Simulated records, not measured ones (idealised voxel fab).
A process module follows: voxel gate over fins.
Pictured: cross-section cut, 265 nm wide, on a grid of 5 nm square cells.
If you're reading a cross-section in this doc, picture square cells in a grid; it comes to you as bands, top ones listed first down to the bottom, and a band can be one or more rows of cells.
Heads up on the band format: heights come first, top then bottom, in nm. After that it's the materials left to right, each with its width in nm. A single material flagged "all across" fills the whole band edge to edge, and "air" means there's empty space there.
A quick word on heights: they are counted from 0, and under that level the wafer as it came to us is one material throughout. The lowest band is different from the rest in having no bottom; it simply continues downward, written as in "0..down".
When a width is written as two numbers, as in "30 to 40", the first number is the width in the top row of cells of the band and the second is the width in its bottom row, and the width changes by the same amount from each row to the next.
"nothing altered" after a step means that no cell of the cross-section changed.
"Cavities, sealed" enumerates empty spaces isolated from the top, with no open way to it, that contain at least 8 cells, giving each as width x height at distance from the left edge, all three in nm.
Note: text after step settings on the step line = simulator remark on that step.
overlay nm: on a step with a mask, how far right of its planned place the mask lay; negative means left.

### Steps in the process plan
1 RECEIVE [material Si]
2 CONFORMAL_DEP [material SiN] [thk nm 10]
3 DIRECTIONAL_DEP [material aC] [thk nm 10]
4 PATTERN [tone cover] [mask id FINS] [material resist] [width nm 15] [pitch nm 50] [thk nm 30] [overlay nm 0]
5 DIRECTIONAL_ETCH [etch materials aC] [depth nm 10]
6 STRIP [etch materials resist]
7 DIRECTIONAL_ETCH [etch materials SiN] [depth nm 10]
8 DIRECTIONAL_ETCH [etch materials Si] [depth nm 30]
9 STRIP [etch materials aC]
10 FILL_DEP [material SiO2] [thk nm 10]
11 CMP [height nm 10]
12 PATTERN [tone open] [mask id RAIL] [material resist] [width nm 15] [thk nm 20] [overlay nm 0]
13 DIRECTIONAL_ETCH [etch materials SiO2] [depth nm 35]
14 STRIP [etch materials resist]
15 CONFORMAL_DEP [material TiN] [thk nm 5]
16 FILL_DEP [material W] [thk nm 10]
17 CMP [height nm 10]
18 SELECTIVE_ETCH [etch materials W Ru TiN] [depth nm 25]
19 FILL_DEP [material SiO2] [thk nm 5]
20 CMP [height nm 10]
21 SELECTIVE_ETCH [etch materials SiO2] [depth nm 20]
22 STRIP [etch materials SiN]
23 CONFORMAL_DEP [material HfO2] [thk nm 5]
24 CONFORMAL_DEP [material TiN] [thk nm 5]
25 FILL_DEP [material W] [thk nm 15]
26 CMP [height nm 20]
27 CONFORMAL_DEP [material SiCN] [thk nm 5]

### Cross-sectional view of the wafer in its as-received condition, corresponding to the state after step 1
> 0..down = Si all across
> Cavities, sealed: none

### Cross-section: first of two wafers, module finished, run according to plan
> 25..20 = SiCN all across
> 20..10 = W all across
> 10..5 = W 90 nm, then TiN 35 nm, then W 15 nm, then TiN 35 nm, then W 90 nm
> 5..0 = W 90 nm, then TiN 5 nm, then HfO2 25 nm, then TiN 5 nm, then W 15 nm, then TiN 5 nm, then HfO2 25 nm, then TiN 5 nm, then W 90 nm
> 0..-5 = TiN 95 nm, then HfO2 5 nm, then Si 15 nm, then HfO2 5 nm, then TiN 25 nm, then HfO2 5 nm, then Si 15 nm, then HfO2 5 nm, then TiN 95 nm
> -5..-10 = HfO2 100 nm, then Si 15 nm, then HfO2 35 nm, then Si 15 nm, then HfO2 100 nm
> -10..-15 = SiO2 100 nm, then Si 15 nm, then SiO2 35 nm, then Si 15 nm, then SiO2 100 nm
> -15..-20 = SiO2 100 nm, then Si 15 nm, then SiO2 10 nm, then TiN 5 nm, then W 5 nm, then TiN 5 nm, then SiO2 10 nm, then Si 15 nm, then SiO2 100 nm
> -20..-25 = SiO2 100 nm, then Si 15 nm, then SiO2 10 nm, then TiN 15 nm, then SiO2 10 nm, then Si 15 nm, then SiO2 100 nm
> -25..-30 = SiO2 100 nm, then Si 15 nm, then SiO2 35 nm, then Si 15 nm, then SiO2 100 nm
> -30..down = Si all across
> Cavities, sealed: none

### Wafer two (of two), end-of-module cross-section: start = wafer one, plan = wafer one, one run mistake
> 25..20 = SiCN all across
> 20..10 = W all across
> 10..5 = W 90 nm, then TiN 35 nm, then W 15 nm, then TiN 35 nm, then W 90 nm
> 5..0 = W 90 nm, then TiN 5 nm, then HfO2 25 nm, then TiN 5 nm, then W 15 nm, then TiN 5 nm, then HfO2 25 nm, then TiN 5 nm, then W 90 nm
> 0..-5 = TiN 95 nm, then HfO2 5 nm, then Si 15 nm, then HfO2 5 nm, then TiN 5 nm, then W 15 nm, then TiN 5 nm, then HfO2 5 nm, then Si 15 nm, then HfO2 5 nm, then TiN 95 nm
> -5..-10 = HfO2 85 nm, then TiN 10 nm, then HfO2 5 nm, then Si 15 nm, then HfO2 5 nm, then TiN 25 nm, then HfO2 5 nm, then Si 15 nm, then HfO2 5 nm, then TiN 10 nm, then HfO2 85 nm
> -10..-15 = SiO2 80 nm, then HfO2 5 nm, then TiN 10 nm, then HfO2 5 nm, then Si 15 nm, then HfO2 35 nm, then Si 15 nm, then HfO2 5 nm, then TiN 10 nm, then HfO2 5 nm, then SiO2 80 nm
> -15..-20 = SiO2 80 nm, then HfO2 20 nm, then Si 15 nm, then HfO2 10 nm, then TiN 5 nm, then W 5 nm, then TiN 5 nm, then HfO2 10 nm, then Si 15 nm, then HfO2 20 nm, then SiO2 80 nm
> -20..-25 = SiO2 100 nm, then Si 15 nm, then SiO2 10 nm, then TiN 15 nm, then SiO2 10 nm, then Si 15 nm, then SiO2 100 nm
> -25..-30 = SiO2 100 nm, then Si 15 nm, then SiO2 35 nm, then Si 15 nm, then SiO2 100 nm
> -30..down = Si all across
> Cavities, sealed: none
Nonconformance to the process plan: the executed order of steps 21 and 22 is the reverse of that specified in the plan, each step having taken the other's position
Final comparison by cell count, materials where the second wafer has more or fewer than the first: +14 HfO2, -27 SiO2, +10 TiN, +3 W
